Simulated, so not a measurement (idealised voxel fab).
Name of the process module below: voxel air gaps
165 nm wide, 5 nm square cells: that's cross-section cut.
For the purposes of this document, a cross-section shall be understood as a grid of square cells, specified as bands listed in top-to-bottom order, each band consisting of one or more rows of cells. Band: top and bottom heights (nm) first, top before bottom; then materials from left to right, widths in nm. "full width" marks a sole material filling the band edge to edge. "blank" denotes empty space. Beneath 0, the wafer as received is one material, and that level is where height counting begins. The lowest band goes on downward without a bottom; it is written like "from 0 down". The notation "30..40" denotes a width that varies across the rows of cells in the band, beginning at the first number in the top row, finishing at the second number in the bottom row, and changing by an identical amount from each row to the next. Take "left unchanged" at face value: in the step it is given for, the cross-section changed in none of its cells. "Cavities, closed" contains a list of empty spaces, each no smaller than 8 cells and without an open way to the top, written in the form width x height at distance with the distance from the left edge and all three in nm. Post-settings text on a step line: simulator's own remark regarding the step. overlay nm: mask right of planned place by this much (step with mask). Neg. = left.
This section lists the process steps that were planned:
| 1 | RECEIVE,material Si |
| 2 | CONFORMAL_DEP,material SiO2,thk nm 15 |
| 3 | CONFORMAL_DEP,material SiCN,thk nm 5 |
| 4 | DIRECTIONAL_DEP,material SiO2,thk nm 35 |
| 5 | MASKED_ETCH,tone open,mask id LINES,width nm 20,pitch nm 45,etch materials SiO2,depth nm 35,overlay nm 0 |
| 6 | CONFORMAL_DEP,material TiN,thk nm 5 |
| 7 | FILL_DEP,material Cu,thk nm 5 |
| 8 | CMP,height nm 55 |
| 9 | EPI,material Ru,thk nm 10 |
| 10 | SELECTIVE_ETCH,etch materials SiO2,depth nm 45 |
| 11 | CONFORMAL_DEP,material SiCN,thk nm 5 |
As-received wafer cross-section (after step 1):
> from 0 down = Si full width
> Cavities, closed: none
Run as planned - first of the two wafers cross-sectioned at the end of the module:
> from 70 to 65 = 10 of blank, 140 of SiCN, 15 of blank
> from 65 to 55 = 10 of blank, 5 of SiCN, 40 of Ru, 5 of SiCN, 40 of Ru, 5 of SiCN, 40 of Ru, 5 of SiCN, 15 of blank
> from 55 to 50 = 10 of blank, 15 of SiCN, 5 of TiN, 10 of Cu, 5 of TiN, 25 of SiCN, 5 of TiN, 10 of Cu, 5 of TiN, 25 of SiCN, 5 of TiN, 10 of Cu, 5 of TiN, 15 of SiCN, 15 of blank
> from 50 to 25 = 20 of blank, 5 of SiCN, 5 of TiN, 10 of Cu, 5 of TiN, 5 of SiCN, 15 of blank, 5 of SiCN, 5 of TiN, 10 of Cu, 5 of TiN, 5 of SiCN, 15 of blank, 5 of SiCN, 5 of TiN, 10 of Cu, 5 of TiN, 5 of SiCN, 25 of blank
> from 25 to 20 = 25 of SiCN, 20 of TiN, 25 of SiCN, 20 of TiN, 25 of SiCN, 20 of TiN, 30 of SiCN
> from 20 to 15 = SiCN full width
> from 15 to 0 = SiO2 full width
> from 0 down = Si full width
> Cavities, closed: 15 x 25 at 50; 15 x 25 at 95
Second wafer of the two, sectioned at the end of the module. It began like the first and followed the same plan, but one mistake was made while running it:
> from 70 to 65 = SiCN full width
> from 65 to 55 = Ru full width
> from 55 to 25 = 20 of Cu, 5 of TiN, 20 of SiO2, 5 of TiN, 15 of Cu, 5 of TiN, 20 of SiO2, 5 of TiN, 15 of Cu, 5 of TiN, 20 of SiO2, 5 of TiN, 25 of Cu
> from 25 to 20 = 25 of TiN, 20 of SiO2, 25 of TiN, 20 of SiO2, 25 of TiN, 20 of SiO2, 30 of TiN
> from 20 to 15 = SiCN full width
> from 15 to 0 = SiO2 full width
> from 0 down = Si full width
> Cavities, closed: none
What went wrong in running the wafer? heads up, step 5 didn't go per plan, it actually ran as MASKED_ETCH,tone cover,mask id LINES,width nm 20,pitch nm 45,etch materials SiO2,depth nm 35,overlay nm 0
Counted in cells at the end, the second wafer holds more or fewer of these materials than the first: Cu +54, Ru +18, SiCN -70, SiO2 +84, TiN +9
Final observation: first wafer, 2 closed voids; second wafer, 0 closed voids.
